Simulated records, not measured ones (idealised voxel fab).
process module | voxel wiring stack
FYI the section here is cut, 170 nm wide, cells are 5 nm squares.
Cross-section spec: square-cell grid; bands listed top down; each band is one or more rows.
Band entry format. Leading values: height of top, height of bottom, nm. Remainder: materials in left-to-right order, each with its width in nm. Special words: "edge to edge" on a single material, which then fills the band edge to edge; "blank", empty space.
Ref level 0: as-received wafer is one material below here. Bottom band extends down with no lower bound ("0 nm and below").
Width: "30..40" (first number = top row, second number = bottom row, same change from row to row of cells).
A step reported as "everything unchanged" is a step in which no cell of the cross-section changed.
"Enclosed void listing" lists enclosed empty spaces (at least 8 cells, no open path upward to the top), each as width x height at distance from the left edge, in nm.
Note: text after step settings on the step line = simulator remark on that step.
"overlay nm", when on a step's line for a step with a mask, measures how far to the right of its planned place the mask lay; a negative measure means to the left.

Process steps - plan
- 1: RECEIVE (material Si)
- 2: CONFORMAL_DEP (material SiO2; thk nm 15)
- 3: DIRECTIONAL_DEP (material TiN; thk nm 5)
- 4: DIRECTIONAL_DEP (material W; thk nm 25)
- 5: MASKED_ETCH (tone cover; mask id METAL_1; width nm 30; pitch nm 45; etch materials W; depth nm 25; overlay nm 0)
- 6: MASKED_ETCH (tone cover; mask id METAL_1; width nm 30; pitch nm 45; etch materials TiN; depth nm 5; overlay nm 0)
- 7: CONFORMAL_DEP (material SiCN; thk nm 5)
- 8: FILL_DEP (material SiO2; thk nm 5)
- 9: CMP (height nm 45)
- 10: CONFORMAL_DEP (material SiCN; thk nm 5)
- 11: DIRECTIONAL_DEP (material SiO2; thk nm 30)
- 12: DIRECTIONAL_DEP (material aC; thk nm 15)
- 13: PATTERN (tone open; mask id METAL_2_HOLES; material resist; width nm 15; pitch nm 90; thk nm 35; overlay nm 0)
- 14: DIRECTIONAL_ETCH (etch materials aC; depth nm 15)
- 15: STRIP (etch materials resist)
- 16: DIRECTIONAL_ETCH (etch materials SiO2; depth nm 30)
- 17: STRIP (etch materials aC)
- 18: PATTERN (tone open; mask id METAL_2; material resist; width nm 30; pitch nm 45; thk nm 15; overlay nm 0)
- 19: DIRECTIONAL_ETCH (etch materials SiO2; depth nm 15)
- 20: DIRECTIONAL_ETCH (etch materials SiCN; depth nm 5)
- 21: STRIP (etch materials resist)
- 22: CONFORMAL_DEP (material TiN; thk nm 5)
- 23: FILL_DEP (material Ru; thk nm 10)
- 24: CMP (height nm 80)
- 25: CONFORMAL_DEP (material SiCN; thk nm 5)

The first of the two wafers, which ran as planned

Incoming wafer in cross-section (state: after step 1)
- 0 nm and below | Si edge to edge
- Enclosed void listing: none

Take a look at the wafer's cross-section after step 2
- 15 nm to 0 nm | SiO2 edge to edge
- Lower than 0, everything is as it was.

Take a look at the wafer's cross-section after step 3
- 20 nm to 15 nm | TiN edge to edge
- Lower than 15, everything is as it was.

Take a look at the wafer's cross-section after step 4
- 45 nm to 20 nm | W edge to edge
- Lower than 20, everything is as it was.

Take a look at the wafer's cross-section after step 5
- 45 nm to 20 nm | blank=25, then W=30, then blank=15, then W=30, then blank=15, then W=30, then blank=25
- Lower than 20, everything is as it was.

Take a look at the wafer's cross-section after step 6
- 45 nm to 20 nm | blank=25, then W=30, then blank=15, then W=30, then blank=15, then W=30, then blank=25
- 20 nm to 15 nm | blank=25, then TiN=30, then blank=15, then TiN=30, then blank=15, then TiN=30, then blank=25
- Lower than 15, everything is as it was.

Take a look at the wafer's cross-section after step 7
- 50 nm to 45 nm | blank=20, then SiCN=40, then blank=5, then SiCN=40, then blank=5, then SiCN=40, then blank=20
- 45 nm to 20 nm | blank=20, then SiCN=5, then W=30, then SiCN=5, then blank=5, then SiCN=5, then W=30, then SiCN=5, then blank=5, then SiCN=5, then W=30, then SiCN=5, then blank=20
- 20 nm to 15 nm | SiCN=25, then TiN=30, then SiCN=15, then TiN=30, then SiCN=15, then TiN=30, then SiCN=25
- Lower than 15, everything is as it was.

Take a look at the wafer's cross-section after step 8
- 55 nm to 50 nm | SiO2 edge to edge
- 50 nm to 45 nm | SiO2=20, then SiCN=40, then SiO2=5, then SiCN=40, then SiO2=5, then SiCN=40, then SiO2=20
- 45 nm to 20 nm | SiO2=20, then SiCN=5, then W=30, then SiCN=5, then SiO2=5, then SiCN=5, then W=30, then SiCN=5, then SiO2=5, then SiCN=5, then W=30, then SiCN=5, then SiO2=20
- Lower than 20, everything is as it was.

Take a look at the wafer's cross-section after step 9
- 45 nm to 20 nm | SiO2=20, then SiCN=5, then W=30, then SiCN=5, then SiO2=5, then SiCN=5, then W=30, then SiCN=5, then SiO2=5, then SiCN=5, then W=30, then SiCN=5, then SiO2=20
- Lower than 20, everything is as it was.

Take a look at the wafer's cross-section after step 10
- 50 nm to 45 nm | SiCN edge to edge
- Lower than 45, everything is as it was.

Take a look at the wafer's cross-section after step 11
- 80 nm to 50 nm | SiO2 edge to edge
- Lower than 50, everything is as it was.

Take a look at the wafer's cross-section after step 12
- 95 nm to 80 nm | aC edge to edge
- Lower than 80, everything is as it was.

Take a look at the wafer's cross-section after step 13
- 130 nm to 95 nm | resist=25, then blank=15, then resist=75, then blank=15, then resist=40
- Lower than 95, everything is as it was.

Take a look at the wafer's cross-section after step 14
- 115 nm to 95 nm | resist=25, then blank=15, then resist=75, then blank=15, then resist=40
- 95 nm to 80 nm | aC=25, then blank=15, then aC=75, then blank=15, then aC=40
- Lower than 80, everything is as it was.

Take a look at the wafer's cross-section after step 15
- 95 nm to 80 nm | aC=25, then blank=15, then aC=75, then blank=15, then aC=40
- Lower than 80, everything is as it was.

Take a look at the wafer's cross-section after step 16
- 95 nm to 80 nm | aC=25, then blank=15, then aC=75, then blank=15, then aC=40
- 80 nm to 50 nm | SiO2=25, then blank=15, then SiO2=75, then blank=15, then SiO2=40
- Lower than 50, everything is as it was.

Take a look at the wafer's cross-section after step 17
- 80 nm to 50 nm | SiO2=25, then blank=15, then SiO2=75, then blank=15, then SiO2=40
- Lower than 50, everything is as it was.

Take a look at the wafer's cross-section after step 18
- 95 nm to 80 nm | resist=25, then blank=30, then resist=15, then blank=30, then resist=15, then blank=30, then resist=25
- Lower than 80, everything is as it was.

Take a look at the wafer's cross-section after step 19
- 95 nm to 80 nm | resist=25, then blank=30, then resist=15, then blank=30, then resist=15, then blank=30, then resist=25
- 80 nm to 65 nm | SiO2=25, then blank=30, then SiO2=15, then blank=30, then SiO2=15, then blank=30, then SiO2=25
- Lower than 65, everything is as it was.

Take a look at the wafer's cross-section after step 20
- 95 nm to 80 nm | resist=25, then blank=30, then resist=15, then blank=30, then resist=15, then blank=30, then resist=25
- 80 nm to 65 nm | SiO2=25, then blank=30, then SiO2=15, then blank=30, then SiO2=15, then blank=30, then SiO2=25
- 65 nm to 50 nm | SiO2=25, then blank=15, then SiO2=75, then blank=15, then SiO2=40
- 50 nm to 45 nm | SiCN=25, then blank=15, then SiCN=75, then blank=15, then SiCN=40
- Lower than 45, everything is as it was.

Take a look at the wafer's cross-section after step 21
- 80 nm to 65 nm | SiO2=25, then blank=30, then SiO2=15, then blank=30, then SiO2=15, then blank=30, then SiO2=25
- Lower than 65, everything is as it was.

Take a look at the wafer's cross-section after step 22
- 85 nm to 80 nm | TiN=30, then blank=20, then TiN=25, then blank=20, then TiN=25, then blank=20, then TiN=30
- 80 nm to 70 nm | SiO2=25, then TiN=5, then blank=20, then TiN=5, then SiO2=15, then TiN=5, then blank=20, then TiN=5, then SiO2=15, then TiN=5, then blank=20, then TiN=5, then SiO2=25
- 70 nm to 65 nm | SiO2=25, then TiN=5, then blank=5, then TiN=20, then SiO2=15, then TiN=30, then SiO2=15, then TiN=5, then blank=5, then TiN=20, then SiO2=25
- 65 nm to 50 nm | SiO2=25, then TiN=5, then blank=5, then TiN=5, then SiO2=75, then TiN=5, then blank=5, then TiN=5, then SiO2=40
- 50 nm to 45 nm | SiCN=25, then TiN=15, then SiCN=75, then TiN=15, then SiCN=40
- Lower than 45, everything is as it was.

Take a look at the wafer's cross-section after step 23
- 95 nm to 85 nm | Ru edge to edge
- 85 nm to 80 nm | TiN=30, then Ru=20, then TiN=25, then Ru=20, then TiN=25, then Ru=20, then TiN=30
- 80 nm to 70 nm | SiO2=25, then TiN=5, then Ru=20, then TiN=5, then SiO2=15, then TiN=5, then Ru=20, then TiN=5, then SiO2=15, then TiN=5, then Ru=20, then TiN=5, then SiO2=25
- 70 nm to 65 nm | SiO2=25, then TiN=5, then Ru=5, then TiN=20, then SiO2=15, then TiN=30, then SiO2=15, then TiN=5, then Ru=5, then TiN=20, then SiO2=25
- 65 nm to 50 nm | SiO2=25, then TiN=5, then Ru=5, then TiN=5, then SiO2=75, then TiN=5, then Ru=5, then TiN=5, then SiO2=40
- Lower than 50, everything is as it was.

Take a look at the wafer's cross-section after step 24
- 80 nm to 70 nm | SiO2=25, then TiN=5, then Ru=20, then TiN=5, then SiO2=15, then TiN=5, then Ru=20, then TiN=5, then SiO2=15, then TiN=5, then Ru=20, then TiN=5, then SiO2=25
- Lower than 70, everything is as it was.

Take a look at the wafer's cross-section after step 25
- 85 nm to 80 nm | SiCN edge to edge
- Lower than 80, everything is as it was.

Wafer two of two - same starting point, same process plan, one mistake in execution; matches wafer one up to and including step 9

Second wafer, section view, time point: scheduled end of step 10
- 60 nm to 45 nm | SiCN edge to edge
- Lower than 45, everything is as it was.

Second wafer, section view, time point: scheduled end of step 11
- 90 nm to 60 nm | SiO2 edge to edge
- Lower than 60, everything is as it was.

Second wafer, section view, time point: scheduled end of step 12
- 105 nm to 90 nm | aC edge to edge
- Lower than 90, everything is as it was.

Second wafer, section view, time point: scheduled end of step 13
- 140 nm to 105 nm | resist=25, then blank=15, then resist=75, then blank=15, then resist=40
- Lower than 105, everything is as it was.

Second wafer, section view, time point: scheduled end of step 14
- 125 nm to 105 nm | resist=25, then blank=15, then resist=75, then blank=15, then resist=40
- 105 nm to 90 nm | aC=25, then blank=15, then aC=75, then blank=15, then aC=40
- Lower than 90, everything is as it was.

Second wafer, section view, time point: scheduled end of step 15
- 105 nm to 90 nm | aC=25, then blank=15, then aC=75, then blank=15, then aC=40
- Lower than 90, everything is as it was.

Second wafer, section view, time point: scheduled end of step 16
- 105 nm to 90 nm | aC=25, then blank=15, then aC=75, then blank=15, then aC=40
- 90 nm to 60 nm | SiO2=25, then blank=15, then SiO2=75, then blank=15, then SiO2=40
- Lower than 60, everything is as it was.

Second wafer, section view, time point: scheduled end of step 17
- 90 nm to 60 nm | SiO2=25, then blank=15, then SiO2=75, then blank=15, then SiO2=40
- Lower than 60, everything is as it was.

Second wafer, section view, time point: scheduled end of step 18
- 105 nm to 90 nm | resist=25, then blank=30, then resist=15, then blank=30, then resist=15, then blank=30, then resist=25
- Lower than 90, everything is as it was.

Second wafer, section view, time point: scheduled end of step 19
- 105 nm to 90 nm | resist=25, then blank=30, then resist=15, then blank=30, then resist=15, then blank=30, then resist=25
- 90 nm to 75 nm | SiO2=25, then blank=30, then SiO2=15, then blank=30, then SiO2=15, then blank=30, then SiO2=25
- Lower than 75, everything is as it was.

Second wafer, section view, time point: scheduled end of step 20
- 105 nm to 90 nm | resist=25, then blank=30, then resist=15, then blank=30, then resist=15, then blank=30, then resist=25
- 90 nm to 75 nm | SiO2=25, then blank=30, then SiO2=15, then blank=30, then SiO2=15, then blank=30, then SiO2=25
- 75 nm to 60 nm | SiO2=25, then blank=15, then SiO2=75, then blank=15, then SiO2=40
- 60 nm to 55 nm | SiCN=25, then blank=15, then SiCN=75, then blank=15, then SiCN=40
- Lower than 55, everything is as it was.

Second wafer, section view, time point: scheduled end of step 21
- 90 nm to 75 nm | SiO2=25, then blank=30, then SiO2=15, then blank=30, then SiO2=15, then blank=30, then SiO2=25
- Lower than 75, everything is as it was.

Second wafer, section view, time point: scheduled end of step 22
- 95 nm to 90 nm | TiN=30, then blank=20, then TiN=25, then blank=20, then TiN=25, then blank=20, then TiN=30
- 90 nm to 80 nm | SiO2=25, then TiN=5, then blank=20, then TiN=5, then SiO2=15, then TiN=5, then blank=20, then TiN=5, then SiO2=15, then TiN=5, then blank=20, then TiN=5, then SiO2=25
- 80 nm to 75 nm | SiO2=25, then TiN=5, then blank=5, then TiN=20, then SiO2=15, then TiN=30, then SiO2=15, then TiN=5, then blank=5, then TiN=20, then SiO2=25
- 75 nm to 60 nm | SiO2=25, then TiN=5, then blank=5, then TiN=5, then SiO2=75, then TiN=5, then blank=5, then TiN=5, then SiO2=40
- 60 nm to 55 nm | SiCN=25, then TiN=15, then SiCN=75, then TiN=15, then SiCN=40
- Lower than 55, everything is as it was.

Second wafer, section view, time point: scheduled end of step 23
- 105 nm to 95 nm | Ru edge to edge
- 95 nm to 90 nm | TiN=30, then Ru=20, then TiN=25, then Ru=20, then TiN=25, then Ru=20, then TiN=30
- 90 nm to 80 nm | SiO2=25, then TiN=5, then Ru=20, then TiN=5, then SiO2=15, then TiN=5, then Ru=20, then TiN=5, then SiO2=15, then TiN=5, then Ru=20, then TiN=5, then SiO2=25
- 80 nm to 75 nm | SiO2=25, then TiN=5, then Ru=5, then TiN=20, then SiO2=15, then TiN=30, then SiO2=15, then TiN=5, then Ru=5, then TiN=20, then SiO2=25
- 75 nm to 60 nm | SiO2=25, then TiN=5, then Ru=5, then TiN=5, then SiO2=75, then TiN=5, then Ru=5, then TiN=5, then SiO2=40
- Lower than 60, everything is as it was.

Second wafer, section view, time point: scheduled end of step 24
- 80 nm to 75 nm | SiO2=25, then TiN=5, then Ru=5, then TiN=20, then SiO2=15, then TiN=30, then SiO2=15, then TiN=5, then Ru=5, then TiN=20, then SiO2=25
- Lower than 75, everything is as it was.

Second wafer, section view, time point: scheduled end of step 25
- 85 nm to 80 nm | SiCN edge to edge
- Lower than 80, everything is as it was.
What was done differently from what was planned? step 10 off recipe, ran as CONFORMAL_DEP (material SiCN; thk nm 15)
End of process, cell counts, second wafer against first, materials with more or fewer: Ru: 24 fewer, SiCN: 68 more, SiO2: 32 fewer, TiN: 12 fewer
